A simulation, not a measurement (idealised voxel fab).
process module | voxel gate over fins
Each square cell in cross-section cut measures 5 nm, and the section as a whole is 235 nm wide.
Cross-section format: a grid of square cells, given as bands from top to bottom; each band is one or more rows of cells. Heights first: top, then bottom, in nm. Then materials, left to right, each with a width in nm. "all across" on a single material: fills the band edge to edge. "empty": empty space. Beneath 0, the wafer as received is one material, and that level is where height counting begins. The lowest band goes on downward without a bottom; it is written like "from 0 down". Width "30..40": first value at the band's top row of cells, second value at its bottom row, equal change from row to row. When a step is marked "left unchanged", none of the cells in the cross-section changed during that step. The list in "Voids, sealed" covers empty spaces of 8 cells or more that cannot reach the top through any open way, and it gives each as width x height at distance; the distance is from the left edge, and width, height and distance are in nm. Heads up: the bit after the settings on a step's line is the simulator's remark on that step. "overlay nm" answers the question of how far to the right of plan the mask lay on a step that has a mask, and when it is negative the answer is to the left. Pairs follow: section before one process step, section after it down to the lowest changed band, step with settings underneath. Pairs may come from different runs of this module on the same starting wafer; continuity with the pair above only as stated in the "Pre-step profile" entry.
Pre-step profile
	from 0 down = Si all across
	Voids, sealed: none
Section, Post-Step
	from 5 to 0 = SiN all across
	Heights below 0 show no change.
	Voids, sealed: none
Between the two cross-sections shown above lies CONFORMAL_DEP | material SiN | thk nm 5
Pre-step profile: nothing new to draw here, it's the after view of the pair just above.
Section, Post-Step
	from 20 to 5 = empty: 90  resist: 15  empty: 25  resist: 15  empty: 90
	Heights below 5 show no change.
	Voids, sealed: none
Between the two cross-sections shown above lies PATTERN | tone cover | mask id FINS | material resist | width nm 15 | pitch nm 40 | thk nm 15 | overlay nm 0
Pre-step profile: nothing new to draw here, it's the after view of the pair just above.
Section, Post-Step
	from 20 to 5 = empty: 90  resist: 15  empty: 25  resist: 15  empty: 90
	from 5 to 0 = empty: 90  SiN: 15  empty: 25  SiN: 15  empty: 90
	Heights below 0 show no change.
	Voids, sealed: none
Between the two cross-sections shown above lies DIRECTIONAL_ETCH | etch materials SiN | depth nm 5
Pre-step profile: nothing new to draw here, it's the after view of the pair just above.
Section, Post-Step
	from 20 to 5 = empty: 90  resist: 15  empty: 25  resist: 15  empty: 90
	from 5 to 0 = empty: 90  SiN: 15  empty: 25  SiN: 15  empty: 90
	from 0 to -35 = empty: 90  Si: 15  empty: 25  Si: 15  empty: 90
	Heights below -35 show no change.
	Voids, sealed: none
Between the two cross-sections shown above lies DIRECTIONAL_ETCH | etch materials Si | depth nm 35
Pre-step profile: nothing new to draw here, it's the after view of the pair just above.
Section, Post-Step
	from 5 to 0 = empty: 90  SiN: 15  empty: 25  SiN: 15  empty: 90
	Heights below 0 show no change.
	Voids, sealed: none
Between the two cross-sections shown above lies STRIP | etch materials resist
Pre-step profile: nothing new to draw here, it's the after view of the pair just above.
Section, Post-Step
	from 5 to 0 = empty: 90  SiN: 15  empty: 25  SiN: 15  empty: 90
	from 0 to -35 = empty: 90  SiO2: 5  Si: 5  SiO2: 5  empty: 25  SiO2: 5  Si: 5  SiO2: 5  empty: 90
	from -35 to -40 = SiO2: 95  Si: 5  SiO2: 35  Si: 5  SiO2: 95
	Heights below -40 show no change.
	Voids, sealed: none
Between the two cross-sections shown above lies OXIDIZE | depth nm 5
Pre-step profile: nothing new to draw here, it's the after view of the pair just above.
Section, Post-Step
	from 15 to 5 = SiO2 all across
	from 5 to 0 = SiO2: 90  SiN: 15  SiO2: 25  SiN: 15  SiO2: 90
	from 0 to -40 = SiO2: 95  Si: 5  SiO2: 35  Si: 5  SiO2: 95
	Heights below -40 show no change.
	Voids, sealed: none
Between the two cross-sections shown above lies FILL_DEP | material SiO2 | thk nm 10
Pre-step profile: nothing new to draw here, it's the after view of the pair just above.
Section, Post-Step
	from 5 to 0 = SiO2: 90  SiN: 15  SiO2: 25  SiN: 15  SiO2: 90
	Heights below 0 show no change.
	Voids, sealed: none
Between the two cross-sections shown above lies CMP | height nm 5
Pre-step profile: nothing new to draw here, it's the after view of the pair just above.
Section, Post-Step
	from 5 to 0 = empty: 90  SiN: 15  empty: 25  SiN: 15  empty: 90
	from 0 to -10 = empty: 95  Si: 5  empty: 35  Si: 5  empty: 95
	Heights below -10 show no change.
	Voids, sealed: none
Between the two cross-sections shown above lies SELECTIVE_ETCH | etch materials SiO2 | depth nm 15
Pre-step profile: nothing new to draw here, it's the after view of the pair just above.
Section, Post-Step
	from 0 to -10 = empty: 95  Si: 5  empty: 35  Si: 5  empty: 95
	Heights below -10 show no change.
	Voids, sealed: none
Between the two cross-sections shown above lies STRIP | etch materials SiN
Pre-step profile: nothing new to draw here, it's the after view of the pair just above.
Section, Post-Step
	from 5 to 0 = empty: 90  HfO2: 15  empty: 25  HfO2: 15  empty: 90
	from 0 to -5 = empty: 90  HfO2: 5  Si: 5  HfO2: 5  empty: 25  HfO2: 5  Si: 5  HfO2: 5  empty: 90
	from -5 to -10 = HfO2: 95  Si: 5  HfO2: 35  Si: 5  HfO2: 95
	Heights below -10 show no change.
	Voids, sealed: none
Between the two cross-sections shown above lies CONFORMAL_DEP | material HfO2 | thk nm 5
Pre-step profile: nothing new to draw here, it's the after view of the pair just above.
Section, Post-Step
	from 10 to 5 = empty: 85  TiN: 25  empty: 15  TiN: 25  empty: 85
	from 5 to 0 = empty: 85  TiN: 5  HfO2: 15  TiN: 5  empty: 15  TiN: 5  HfO2: 15  TiN: 5  empty: 85
	from 0 to -5 = TiN: 90  HfO2: 5  Si: 5  HfO2: 5  TiN: 25  HfO2: 5  Si: 5  HfO2: 5  TiN: 90
	Heights below -5 show no change.
	Voids, sealed: none
Between the two cross-sections shown above lies CONFORMAL_DEP | material TiN | thk nm 5
Pre-step profile: nothing new to draw here, it's the after view of the pair just above.
Section, Post-Step
	from 15 to 10 = empty: 80  TiAl: 35  empty: 5  TiAl: 35  empty: 80
	from 10 to 5 = empty: 80  TiAl: 5  TiN: 25  TiAl: 5  empty: 5  TiAl: 5  TiN: 25  TiAl: 5  empty: 80
	from 5 to 0 = TiAl: 85  TiN: 5  HfO2: 15  TiN: 5  TiAl: 15  TiN: 5  HfO2: 15  TiN: 5  TiAl: 85
	Heights below 0 show no change.
	Voids, sealed: none
Between the two cross-sections shown above lies CONFORMAL_DEP | material TiAl | thk nm 5
Pre-step profile: nothing new to draw here, it's the after view of the pair just above.
Section, Post-Step
	from 20 to 15 = empty: 75  TiN: 85  empty: 75
	from 15 to 10 = empty: 75  TiN: 5  TiAl: 35  TiN: 5  TiAl: 35  TiN: 5  empty: 75
	from 10 to 5 = TiN: 80  TiAl: 5  TiN: 25  TiAl: 5  TiN: 5  TiAl: 5  TiN: 25  TiAl: 5  TiN: 80
	Heights below 5 show no change.
	Voids, sealed: none
Between the two cross-sections shown above lies CONFORMAL_DEP | material TiN | thk nm 5
Pre-step profile: nothing new to draw here, it's the after view of the pair just above.
Section, Post-Step
	from 30 to 20 = W all across
	from 20 to 15 = W: 75  TiN: 85  W: 75
	from 15 to 10 = W: 75  TiN: 5  TiAl: 35  TiN: 5  TiAl: 35  TiN: 5  W: 75
	Heights below 10 show no change.
	Voids, sealed: none
Between the two cross-sections shown above lies FILL_DEP | material W | thk nm 10
Pre-step profile: nothing new to draw here, it's the after view of the pair just above.
Section, Post-Step
	from 25 to 20 = W all across
	Heights below 20 show no change.
	Voids, sealed: none
Between the two cross-sections shown above lies CMP | height nm 25
Pre-step profile: nothing new to draw here, it's the after view of the pair just above.
Section, Post-Step
	from 30 to 25 = SiCN all across
	Heights below 25 show no change.
	Voids, sealed: none
Between the two cross-sections shown above lies CONFORMAL_DEP | material SiCN | thk nm 5
Pre-step profile
	from 10 to 5 = empty: 85  TiN: 25  empty: 15  TiN: 25  empty: 85
	from 5 to 0 = empty: 85  TiN: 5  HfO2: 15  TiN: 5  empty: 15  TiN: 5  HfO2: 15  TiN: 5  empty: 85
	from 0 to -5 = TiN: 90  HfO2: 5  Si: 5  HfO2: 5  TiN: 25  HfO2: 5  Si: 5  HfO2: 5  TiN: 90
	from -5 to -10 = HfO2: 95  Si: 5  HfO2: 35  Si: 5  HfO2: 95
	from -10 to -40 = SiO2: 95  Si: 5  SiO2: 35  Si: 5  SiO2: 95
	from -40 down = Si all across
	Voids, sealed: none
Section, Post-Step
	from 15 to 5 = empty: 80  TiN: 35  empty: 5  TiN: 35  empty: 80
	from 5 to 0 = TiN: 90  HfO2: 15  TiN: 25  HfO2: 15  TiN: 90
	Heights below 0 show no change.
	Voids, sealed: none
Between the two cross-sections shown above lies CONFORMAL_DEP | material TiN | thk nm 5
Pre-step profile: nothing new to draw here, it's the after view of the pair just above.
Section, Post-Step
	from 25 to 15 = W all across
	from 15 to 5 = W: 80  TiN: 35  W: 5  TiN: 35  W: 80
	Heights below 5 show no change.
	Voids, sealed: none
Between the two cross-sections shown above lies FILL_DEP | material W | thk nm 10
Pre-step profile: nothing new to draw here, it's the after view of the pair just above.
Section, Post-Step
	from 30 to 25 = SiCN all across
	Heights below 25 show no change.
	Voids, sealed: none
Between the two cross-sections shown above lies CONFORMAL_DEP | material SiCN | thk nm 5
Pre-step profile
	from 20 to 5 = empty: 90  resist: 15  empty: 25  resist: 15  empty: 90
	from 5 to 0 = empty: 90  SiN: 15  empty: 25  SiN: 15  empty: 90
	from 0 to -35 = empty: 90  Si: 15  empty: 25  Si: 15  empty: 90
	from -35 down = Si all across
	Voids, sealed: none
Section, Post-Step
	from 20 to 5 = empty: 90  resist: 15  empty: 25  resist: 15  empty: 90
	from 5 to 0 = empty: 90  SiN: 15  empty: 25  SiN: 15  empty: 90
	from 0 to -70 = empty: 90  Si: 15  empty: 25  Si: 15  empty: 90
	Heights below -70 show no change.
	Voids, sealed: none
Between the two cross-sections shown above lies DIRECTIONAL_ETCH | etch materials Si | depth nm 35
Pre-step profile: nothing new to draw here, it's the after view of the pair just above.
Section, Post-Step
	from 5 to 0 = empty: 90  SiN: 15  empty: 25  SiN: 15  empty: 90
	Heights below 0 show no change.
	Voids, sealed: none
Between the two cross-sections shown above lies STRIP | etch materials resist
Pre-step profile: nothing new to draw here, it's the after view of the pair just above.
Section, Post-Step
	from 5 to 0 = empty: 90  SiN: 15  empty: 25  SiN: 15  empty: 90
	from 0 to -70 = empty: 90  SiO2: 5  Si: 5  SiO2: 5  empty: 25  SiO2: 5  Si: 5  SiO2: 5  empty: 90
	from -70 to -75 = SiO2: 95  Si: 5  SiO2: 35  Si: 5  SiO2: 95
	Heights below -75 show no change.
	Voids, sealed: none
Between the two cross-sections shown above lies OXIDIZE | depth nm 5
Pre-step profile: nothing new to draw here, it's the after view of the pair just above.
Section, Post-Step
	from 15 to 5 = SiO2 all across
	from 5 to 0 = SiO2: 90  SiN: 15  SiO2: 25  SiN: 15  SiO2: 90
	from 0 to -75 = SiO2: 95  Si: 5  SiO2: 35  Si: 5  SiO2: 95
	Heights below -75 show no change.
	Voids, sealed: none
Between the two cross-sections shown above lies FILL_DEP | material SiO2 | thk nm 10
Pre-step profile: nothing new to draw here, it's the after view of the pair just above.
Section, Post-Step
	from 5 to 0 = SiO2: 90  SiN: 15  SiO2: 25  SiN: 15  SiO2: 90
	Heights below 0 show no change.
	Voids, sealed: none
Between the two cross-sections shown above lies CMP | height nm 5
Pre-step profile: nothing new to draw here, it's the after view of the pair just above.
Section, Post-Step
	from 5 to 0 = empty: 90  SiN: 15  empty: 25  SiN: 15  empty: 90
	from 0 to -10 = empty: 95  Si: 5  empty: 35  Si: 5  empty: 95
	Heights below -10 show no change.
	Voids, sealed: none
Between the two cross-sections shown above lies SELECTIVE_ETCH | etch materials SiO2 | depth nm 15
Pre-step profile: nothing new to draw here, it's the after view of the pair just above.
Section, Post-Step
	from 0 to -10 = empty: 95  Si: 5  empty: 35  Si: 5  empty: 95
	Heights below -10 show no change.
	Voids, sealed: none
Between the two cross-sections shown above lies STRIP | etch materials SiN
Pre-step profile: nothing new to draw here, it's the after view of the pair just above.
Section, Post-Step
	from 5 to 0 = empty: 90  HfO2: 15  empty: 25  HfO2: 15  empty: 90
	from 0 to -5 = empty: 90  HfO2: 5  Si: 5  HfO2: 5  empty: 25  HfO2: 5  Si: 5  HfO2: 5  empty: 90
	from -5 to -10 = HfO2: 95  Si: 5  HfO2: 35  Si: 5  HfO2: 95
	Heights below -10 show no change.
	Voids, sealed: none
Between the two cross-sections shown above lies CONFORMAL_DEP | material HfO2 | thk nm 5
Pre-step profile: nothing new to draw here, it's the after view of the pair just above.
Section, Post-Step
	from 10 to 5 = empty: 85  TiN: 25  empty: 15  TiN: 25  empty: 85
	from 5 to 0 = empty: 85  TiN: 5  HfO2: 15  TiN: 5  empty: 15  TiN: 5  HfO2: 15  TiN: 5  empty: 85
	from 0 to -5 = TiN: 90  HfO2: 5  Si: 5  HfO2: 5  TiN: 25  HfO2: 5  Si: 5  HfO2: 5  TiN: 90
	Heights below -5 show no change.
	Voids, sealed: none
Between the two cross-sections shown above lies CONFORMAL_DEP | material TiN | thk nm 5
Pre-step profile: nothing new to draw here, it's the after view of the pair just above.
Section, Post-Step
	from 15 to 10 = empty: 80  TiAl: 35  empty: 5  TiAl: 35  empty: 80
	from 10 to 5 = empty: 80  TiAl: 5  TiN: 25  TiAl: 5  empty: 5  TiAl: 5  TiN: 25  TiAl: 5  empty: 80
	from 5 to 0 = TiAl: 85  TiN: 5  HfO2: 15  TiN: 5  TiAl: 15  TiN: 5  HfO2: 15  TiN: 5  TiAl: 85
	Heights below 0 show no change.
	Voids, sealed: none
Between the two cross-sections shown above lies CONFORMAL_DEP | material TiAl | thk nm 5
Pre-step profile: nothing new to draw here, it's the after view of the pair just above.
Section, Post-Step
	from 20 to 15 = empty: 75  TiN: 85  empty: 75
	from 15 to 10 = empty: 75  TiN: 5  TiAl: 35  TiN: 5  TiAl: 35  TiN: 5  empty: 75
	from 10 to 5 = TiN: 80  TiAl: 5  TiN: 25  TiAl: 5  TiN: 5  TiAl: 5  TiN: 25  TiAl: 5  TiN: 80
	Heights below 5 show no change.
	Voids, sealed: none
Between the two cross-sections shown above lies CONFORMAL_DEP | material TiN | thk nm 5
Pre-step profile: nothing new to draw here, it's the after view of the pair just above.
Section, Post-Step
	from 30 to 20 = W all across
	from 20 to 15 = W: 75  TiN: 85  W: 75
	from 15 to 10 = W: 75  TiN: 5  TiAl: 35  TiN: 5  TiAl: 35  TiN: 5  W: 75
	Heights below 10 show no change.
	Voids, sealed: none
Between the two cross-sections shown above lies FILL_DEP | material W | thk nm 10
Pre-step profile: nothing new to draw here, it's the after view of the pair just above.
Section, Post-Step
	from 25 to 20 = W all across
	Heights below 20 show no change.
	Voids, sealed: none
Between the two cross-sections shown above lies CMP | height nm 25
Pre-step profile: nothing new to draw here, it's the after view of the pair just above.
Section, Post-Step
	from 30 to 25 = SiCN all across
	Heights below 25 show no change.
	Voids, sealed: none
Between the two cross-sections shown above lies CONFORMAL_DEP | material SiCN | thk nm 5
Pre-step profile
	from 15 to 5 = empty: 80  TiN: 35  empty: 5  TiN: 35  empty: 80
	from 5 to 0 = TiN: 90  HfO2: 15  TiN: 25  HfO2: 15  TiN: 90
	from 0 to -5 = TiN: 90  HfO2: 5  Si: 5  HfO2: 5  TiN: 25  HfO2: 5  Si: 5  HfO2: 5  TiN: 90
	from -5 to -10 = HfO2: 95  Si: 5  HfO2: 35  Si: 5  HfO2: 95
	from -10 to -40 = SiO2: 95  Si: 5  SiO2: 35  Si: 5  SiO2: 95
	from -40 down = Si all across
	Voids, sealed: none
Section, Post-Step
	from 20 to 15 = empty: 75  TiAl: 85  empty: 75
	from 15 to 10 = empty: 75  TiAl: 5  TiN: 35  TiAl: 5  TiN: 35  TiAl: 5  empty: 75
	from 10 to 5 = TiAl: 80  TiN: 35  TiAl: 5  TiN: 35  TiAl: 80
	Heights below 5 show no change.
	Voids, sealed: none
Between the two cross-sections shown above lies CONFORMAL_DEP | material TiAl | thk nm 5
Pre-step profile: nothing new to draw here, it's the after view of the pair just above.
Section, Post-Step
	from 30 to 20 = W all across
	from 20 to 15 = W: 75  TiAl: 85  W: 75
	from 15 to 10 = W: 75  TiAl: 5  TiN: 35  TiAl: 5  TiN: 35  TiAl: 5  W: 75
	Heights below 10 show no change.
	Voids, sealed: none
Between the two cross-sections shown above lies FILL_DEP | material W | thk nm 10
Pre-step profile: nothing new to draw here, it's the after view of the pair just above.
Section, Post-Step
	from 25 to 20 = W all across
	Heights below 20 show no change.
	Voids, sealed: none
Between the two cross-sections shown above lies CMP | height nm 25
Pre-step profile: nothing new to draw here, it's the after view of the pair just above.
Section, Post-Step
	from 30 to 25 = SiCN all across
	Heights below 25 show no change.
	Voids, sealed: none
Between the two cross-sections shown above lies CONFORMAL_DEP | material SiCN | thk nm 5
Pre-step profile
	from 15 to 10 = empty: 80  TiAl: 35  empty: 5  TiAl: 35  empty: 80
	from 10 to 5 = empty: 80  TiAl: 5  TiN: 25  TiAl: 5  empty: 5  TiAl: 5  TiN: 25  TiAl: 5  empty: 80
	from 5 to 0 = TiAl: 85  TiN: 5  HfO2: 15  TiN: 5  TiAl: 15  TiN: 5  HfO2: 15  TiN: 5  TiAl: 85
	from 0 to -5 = TiN: 90  HfO2: 5  Si: 5  HfO2: 5  TiN: 25  HfO2: 5  Si: 5  HfO2: 5  TiN: 90
	from -5 to -10 = HfO2: 95  Si: 5  HfO2: 35  Si: 5  HfO2: 95
	from -10 to -40 = SiO2: 95  Si: 5  SiO2: 35  Si: 5  SiO2: 95
	from -40 down = Si all across
	Voids, sealed: none
Section, Post-Step
	from 30 to 20 = empty: 65  TiN: 105  empty: 65
	from 20 to 15 = TiN all across
	from 15 to 10 = TiN: 80  TiAl: 35  TiN: 5  TiAl: 35  TiN: 80
	from 10 to 5 = TiN: 80  TiAl: 5  TiN: 25  TiAl: 5  TiN: 5  TiAl: 5  TiN: 25  TiAl: 5  TiN: 80
	Heights below 5 show no change.
	Voids, sealed: none
Between the two cross-sections shown above lies CONFORMAL_DEP | material TiN | thk nm 15
Pre-step profile: nothing new to draw here, it's the after view of the pair just above.
Section, Post-Step
	from 40 to 30 = W all across
	from 30 to 20 = W: 65  TiN: 105  W: 65
	Heights below 20 show no change.
	Voids, sealed: none
Between the two cross-sections shown above lies FILL_DEP | material W | thk nm 10
Pre-step profile: nothing new to draw here, it's the after view of the pair just above.
Section, Post-Step
	from 25 to 20 = W: 65  TiN: 105  W: 65
	Heights below 20 show no change.
	Voids, sealed: none
Between the two cross-sections shown above lies CMP | height nm 25
Pre-step profile: nothing new to draw here, it's the after view of the pair just above.
Section, Post-Step
	from 30 to 25 = SiCN all across
	Heights below 25 show no change.
	Voids, sealed: none
Between the two cross-sections shown above lies CONFORMAL_DEP | material SiCN | thk nm 5
Pre-step profile
	from 5 to 0 = SiN all across
	from 0 down = Si all across
	Voids, sealed: none
Section, Post-Step
	from 20 to 5 = empty: 85  resist: 25  empty: 15  resist: 25  empty: 85
	Heights below 5 show no change.
	Voids, sealed: none
Between the two cross-sections shown above lies PATTERN | tone cover | mask id FINS | material resist | width nm 25 | pitch nm 40 | thk nm 15 | overlay nm 0
Pre-step profile: nothing new to draw here, it's the after view of the pair just above.
Section, Post-Step
	from 20 to 5 = empty: 85  resist: 25  empty: 15  resist: 25  empty: 85
	from 5 to 0 = empty: 85  SiN: 25  empty: 15  SiN: 25  empty: 85
	Heights below 0 show no change.
	Voids, sealed: none
Between the two cross-sections shown above lies DIRECTIONAL_ETCH | etch materials SiN | depth nm 5
Pre-step profile: nothing new to draw here, it's the after view of the pair just above.
Section, Post-Step
	from 20 to 5 = empty: 85  resist: 25  empty: 15  resist: 25  empty: 85
	from 5 to 0 = empty: 85  SiN: 25  empty: 15  SiN: 25  empty: 85
	from 0 to -35 = empty: 85  Si: 25  empty: 15  Si: 25  empty: 85
	Heights below -35 show no change.
	Voids, sealed: none
Between the two cross-sections shown above lies DIRECTIONAL_ETCH | etch materials Si | depth nm 35
Pre-step profile: nothing new to draw here, it's the after view of the pair just above.
Section, Post-Step
	from 5 to 0 = empty: 85  SiN: 25  empty: 15  SiN: 25  empty: 85
	Heights below 0 show no change.
	Voids, sealed: none
Between the two cross-sections shown above lies STRIP | etch materials resist
Pre-step profile: nothing new to draw here, it's the after view of the pair just above.
Section, Post-Step
	from 5 to 0 = empty: 85  SiN: 25  empty: 15  SiN: 25  empty: 85
	from 0 to -35 = empty: 85  SiO2: 5  Si: 15  SiO2: 5  empty: 15  SiO2: 5  Si: 15  SiO2: 5  empty: 85
	from -35 to -40 = SiO2: 90  Si: 15  SiO2: 25  Si: 15  SiO2: 90
	Heights below -40 show no change.
	Voids, sealed: none
Between the two cross-sections shown above lies OXIDIZE | depth nm 5
Pre-step profile: nothing new to draw here, it's the after view of the pair just above.
Section, Post-Step
	from 15 to 5 = SiO2 all across
	from 5 to 0 = SiO2: 85  SiN: 25  SiO2: 15  SiN: 25  SiO2: 85
	from 0 to -40 = SiO2: 90  Si: 15  SiO2: 25  Si: 15  SiO2: 90
	Heights below -40 show no change.
	Voids, sealed: none
Between the two cross-sections shown above lies FILL_DEP | material SiO2 | thk nm 10
Pre-step profile: nothing new to draw here, it's the after view of the pair just above.
Section, Post-Step
	from 5 to 0 = SiO2: 85  SiN: 25  SiO2: 15  SiN: 25  SiO2: 85
	Heights below 0 show no change.
	Voids, sealed: none
Between the two cross-sections shown above lies CMP | height nm 5
Pre-step profile: nothing new to draw here, it's the after view of the pair just above.
Section, Post-Step
	from 5 to 0 = empty: 85  SiN: 25  empty: 15  SiN: 25  empty: 85
	from 0 to -10 = empty: 90  Si: 15  empty: 25  Si: 15  empty: 90
	Heights below -10 show no change.
	Voids, sealed: none
Between the two cross-sections shown above lies SELECTIVE_ETCH | etch materials SiO2 | depth nm 15
Pre-step profile: nothing new to draw here, it's the after view of the pair just above.
Section, Post-Step
	from 0 to -10 = empty: 90  Si: 15  empty: 25  Si: 15  empty: 90
	Heights below -10 show no change.
	Voids, sealed: none
Between the two cross-sections shown above lies STRIP | etch materials SiN
Pre-step profile: nothing new to draw here, it's the after view of the pair just above.
Section, Post-Step
	from 5 to 0 = empty: 85  HfO2: 25  empty: 15  HfO2: 25  empty: 85
	from 0 to -5 = empty: 85  HfO2: 5  Si: 15  HfO2: 5  empty: 15  HfO2: 5  Si: 15  HfO2: 5  empty: 85
	from -5 to -10 = HfO2: 90  Si: 15  HfO2: 25  Si: 15  HfO2: 90
	Heights below -10 show no change.
	Voids, sealed: none
Between the two cross-sections shown above lies CONFORMAL_DEP | material HfO2 | thk nm 5
Pre-step profile: nothing new to draw here, it's the after view of the pair just above.
Section, Post-Step
	from 10 to 5 = empty: 80  TiN: 35  empty: 5  TiN: 35  empty: 80
	from 5 to 0 = empty: 80  TiN: 5  HfO2: 25  TiN: 5  empty: 5  TiN: 5  HfO2: 25  TiN: 5  empty: 80
	from 0 to -5 = TiN: 85  HfO2: 5  Si: 15  HfO2: 5  TiN: 15  HfO2: 5  Si: 15  HfO2: 5  TiN: 85
	Heights below -5 show no change.
	Voids, sealed: none
Between the two cross-sections shown above lies CONFORMAL_DEP | material TiN | thk nm 5
Pre-step profile: nothing new to draw here, it's the after view of the pair just above.
Section, Post-Step
	from 15 to 10 = empty: 75  TiAl: 85  empty: 75
	from 10 to 5 = empty: 75  TiAl: 5  TiN: 35  TiAl: 5  TiN: 35  TiAl: 5  empty: 75
	from 5 to 0 = TiAl: 80  TiN: 5  HfO2: 25  TiN: 5  TiAl: 5  TiN: 5  HfO2: 25  TiN: 5  TiAl: 80
	Heights below 0 show no change.
	Voids, sealed: none
Between the two cross-sections shown above lies CONFORMAL_DEP | material TiAl | thk nm 5
Pre-step profile: nothing new to draw here, it's the after view of the pair just above.
Section, Post-Step
	from 20 to 15 = empty: 70  TiN: 95  empty: 70
	from 15 to 10 = empty: 70  TiN: 5  TiAl: 85  TiN: 5  empty: 70
	from 10 to 5 = TiN: 75  TiAl: 5  TiN: 35  TiAl: 5  TiN: 35  TiAl: 5  TiN: 75
	Heights below 5 show no change.
	Voids, sealed: none
Between the two cross-sections shown above lies CONFORMAL_DEP | material TiN | thk nm 5
Pre-step profile: nothing new to draw here, it's the after view of the pair just above.
Section, Post-Step
	from 30 to 20 = W all across
	from 20 to 15 = W: 70  TiN: 95  W: 70
	from 15 to 10 = W: 70  TiN: 5  TiAl: 85  TiN: 5  W: 70
	Heights below 10 show no change.
	Voids, sealed: none
Between the two cross-sections shown above lies FILL_DEP | material W | thk nm 10
Pre-step profile: nothing new to draw here, it's the after view of the pair just above.
Section, Post-Step
	from 25 to 20 = W all across
	Heights below 20 show no change.
	Voids, sealed: none
Between the two cross-sections shown above lies CMP | height nm 25
Pre-step profile: nothing new to draw here, it's the after view of the pair just above.
Section, Post-Step
	from 30 to 25 = SiCN all across
	Heights below 25 show no change.
	Voids, sealed: none
Between the two cross-sections shown above lies CONFORMAL_DEP | material SiCN | thk nm 5
Pre-step profile
	from 5 to 0 = SiN all across
	from 0 down = Si all across
	Voids, sealed: none
Section, Post-Step
	from 20 to 5 = empty: 80  resist: 15  empty: 25  resist: 15  empty: 100
	Heights below 5 show no change.
	Voids, sealed: none
Between the two cross-sections shown above lies PATTERN | tone cover | mask id FINS | material resist | width nm 15 | pitch nm 40 | thk nm 15 | overlay nm -10
Pre-step profile: nothing new to draw here, it's the after view of the pair just above.
Section, Post-Step
	from 20 to 5 = empty: 80  resist: 15  empty: 25  resist: 15  empty: 100
	from 5 to 0 = empty: 80  SiN: 15  empty: 25  SiN: 15  empty: 100
	Heights below 0 show no change.
	Voids, sealed: none
Between the two cross-sections shown above lies DIRECTIONAL_ETCH | etch materials SiN | depth nm 5
Pre-step profile: nothing new to draw here, it's the after view of the pair just above.
Section, Post-Step
	from 20 to 5 = empty: 80  resist: 15  empty: 25  resist: 15  empty: 100
	from 5 to 0 = empty: 80  SiN: 15  empty: 25  SiN: 15  empty: 100
	from 0 to -35 = empty: 80  Si: 15  empty: 25  Si: 15  empty: 100
	Heights below -35 show no change.
	Voids, sealed: none
Between the two cross-sections shown above lies DIRECTIONAL_ETCH | etch materials Si | depth nm 35
Pre-step profile: nothing new to draw here, it's the after view of the pair just above.
Section, Post-Step
	from 5 to 0 = empty: 80  SiN: 15  empty: 25  SiN: 15  empty: 100
	Heights below 0 show no change.
	Voids, sealed: none
Between the two cross-sections shown above lies STRIP | etch materials resist
Pre-step profile: nothing new to draw here, it's the after view of the pair just above.
Section, Post-Step
	from 5 to 0 = empty: 80  SiN: 15  empty: 25  SiN: 15  empty: 100
	from 0 to -35 = empty: 80  SiO2: 5  Si: 5  SiO2: 5  empty: 25  SiO2: 5  Si: 5  SiO2: 5  empty: 100
	from -35 to -40 = SiO2: 85  Si: 5  SiO2: 35  Si: 5  SiO2: 105
	Heights below -40 show no change.
	Voids, sealed: none
Between the two cross-sections shown above lies OXIDIZE | depth nm 5
Pre-step profile: nothing new to draw here, it's the after view of the pair just above.
Section, Post-Step
	from 15 to 5 = SiO2 all across
	from 5 to 0 = SiO2: 80  SiN: 15  SiO2: 25  SiN: 15  SiO2: 100
	from 0 to -40 = SiO2: 85  Si: 5  SiO2: 35  Si: 5  SiO2: 105
	Heights below -40 show no change.
	Voids, sealed: none
Between the two cross-sections shown above lies FILL_DEP | material SiO2 | thk nm 10
Pre-step profile: nothing new to draw here, it's the after view of the pair just above.
Section, Post-Step
	from 5 to 0 = SiO2: 80  SiN: 15  SiO2: 25  SiN: 15  SiO2: 100
	Heights below 0 show no change.
	Voids, sealed: none
Between the two cross-sections shown above lies CMP | height nm 5
Pre-step profile: nothing new to draw here, it's the after view of the pair just above.
Section, Post-Step
	from 5 to 0 = empty: 80  SiN: 15  empty: 25  SiN: 15  empty: 100
	from 0 to -10 = empty: 85  Si: 5  empty: 35  Si: 5  empty: 105
	Heights below -10 show no change.
	Voids, sealed: none
Between the two cross-sections shown above lies SELECTIVE_ETCH | etch materials SiO2 | depth nm 15
Pre-step profile: nothing new to draw here, it's the after view of the pair just above.
Section, Post-Step
	from 0 to -10 = empty: 85  Si: 5  empty: 35  Si: 5  empty: 105
	Heights below -10 show no change.
	Voids, sealed: none
Between the two cross-sections shown above lies STRIP | etch materials SiN
Pre-step profile: nothing new to draw here, it's the after view of the pair just above.
Section, Post-Step
	from 5 to 0 = empty: 80  HfO2: 15  empty: 25  HfO2: 15  empty: 100
	from 0 to -5 = empty: 80  HfO2: 5  Si: 5  HfO2: 5  empty: 25  HfO2: 5  Si: 5  HfO2: 5  empty: 100
	from -5 to -10 = HfO2: 85  Si: 5  HfO2: 35  Si: 5  HfO2: 105
	Heights below -10 show no change.
	Voids, sealed: none
Between the two cross-sections shown above lies CONFORMAL_DEP | material HfO2 | thk nm 5
Pre-step profile: nothing new to draw here, it's the after view of the pair just above.
Section, Post-Step
	from 10 to 5 = empty: 75  TiN: 25  empty: 15  TiN: 25  empty: 95
	from 5 to 0 = empty: 75  TiN: 5  HfO2: 15  TiN: 5  empty: 15  TiN: 5  HfO2: 15  TiN: 5  empty: 95
	from 0 to -5 = TiN: 80  HfO2: 5  Si: 5  HfO2: 5  TiN: 25  HfO2: 5  Si: 5  HfO2: 5  TiN: 100
	Heights below -5 show no change.
	Voids, sealed: none
Between the two cross-sections shown above lies CONFORMAL_DEP | material TiN | thk nm 5
Pre-step profile: nothing new to draw here, it's the after view of the pair just above.
Section, Post-Step
	from 15 to 10 = empty: 70  TiAl: 35  empty: 5  TiAl: 35  empty: 90
	from 10 to 5 = empty: 70  TiAl: 5  TiN: 25  TiAl: 5  empty: 5  TiAl: 5  TiN: 25  TiAl: 5  empty: 90
	from 5 to 0 = TiAl: 75  TiN: 5  HfO2: 15  TiN: 5  TiAl: 15  TiN: 5  HfO2: 15  TiN: 5  TiAl: 95
	Heights below 0 show no change.
	Voids, sealed: none
Between the two cross-sections shown above lies CONFORMAL_DEP | material TiAl | thk nm 5
Pre-step profile: nothing new to draw here, it's the after view of the pair just above.
Section, Post-Step
	from 20 to 15 = empty: 65  TiN: 85  empty: 85
	from 15 to 10 = empty: 65  TiN: 5  TiAl: 35  TiN: 5  TiAl: 35  TiN: 5  empty: 85
	from 10 to 5 = TiN: 70  TiAl: 5  TiN: 25  TiAl: 5  TiN: 5  TiAl: 5  TiN: 25  TiAl: 5  TiN: 90
	Heights below 5 show no change.
	Voids, sealed: none
Between the two cross-sections shown above lies CONFORMAL_DEP | material TiN | thk nm 5
